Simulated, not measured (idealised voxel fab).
Process module, titled voxel quadruple lines
The figure presents cross-section cut, which has a width of 185 nm and is divided into square cells with an edge length of 5 nm.
This document writes a cross-section as a grid whose cells are square, and gives it as bands, listed from the top down; one or more rows of cells form a band. Band: top height; bottom height; in nm. Then, left to right: material with width in nm, for each material. "edge to edge": a single material spanning edge to edge. "blank": empty space. Where do heights start? At 0: under that level the wafer as delivered is made of one material only. And the lowest band has no floor; it just carries on downward, as in "from 0 down". Width: "30 to 40" (first number = top row, second number = bottom row, same change from row to row of cells). No cell of the cross-section changed in a step that is given as "no change". "Voids lacking openings" lists enclosed empty spaces (at least 8 cells, no open path upward to the top), each as width x height at distance from the left edge, in nm. That trailing text on a step's line, after the settings, is the simulator's own remark on the step. A step line may carry the setting "overlay nm", which, for steps involving a mask, states the distance by which the mask lay to the right of its intended position; negative values denote displacement to the left.
LIST OF PLANNED PROCESS STEPS
1: RECEIVE with material Si
2: CONFORMAL_DEP with material SiO2, thk nm 5
3: DIRECTIONAL_DEP with material W, thk nm 10
4: DIRECTIONAL_DEP with material polySi, thk nm 20
5: DIRECTIONAL_DEP with material aC, thk nm 25
6: PATTERN with tone cover, mask id MANDREL, material resist, width nm 35, thk nm 35, overlay nm 0
7: DIRECTIONAL_ETCH with etch materials aC, depth nm 25
8: STRIP with etch materials resist
9: CONFORMAL_DEP with material SiO2, thk nm 15
10: DIRECTIONAL_ETCH with etch materials SiO2, depth nm 15
11: STRIP with etch materials aC
12: DIRECTIONAL_ETCH with etch materials polySi, depth nm 20
13: STRIP with etch materials SiO2
14: CONFORMAL_DEP with material SiN, thk nm 10
15: DIRECTIONAL_ETCH with etch materials SiN, depth nm 10
16: STRIP with etch materials polySi
17: DIRECTIONAL_ETCH with etch materials W, depth nm 10
18: STRIP with etch materials SiN
19: FILL_DEP with material SiO2, thk nm 5
20: CMP with height nm 15
THE CROSS-SECTION HERE SHOWS THE WAFER AS RECEIVED, I.E. IN ITS STATE AFTER STEP 1
- from 0 down  Si edge to edge
- Voids lacking openings: none
END-OF-MODULE CROSS-SECTION. STARTING STRUCTURE AND PROCESS PLAN AS ABOVE; ONE MISTAKE MADE IN RUNNING IT
- from 15 to 5  55 nm SiO2; 10 nm W; 15 nm SiO2; 10 nm W; 15 nm SiO2; 10 nm W; 15 nm SiO2; 10 nm W; 45 nm SiO2
- from 5 to 0  SiO2 edge to edge
- from 0 down  Si edge to edge
- Voids lacking openings: none
What broke from the plan during processing? contrary to plan, step 6 was performed as PATTERN with tone cover, mask id MANDREL, material resist, width nm 35, thk nm 35, overlay nm 5
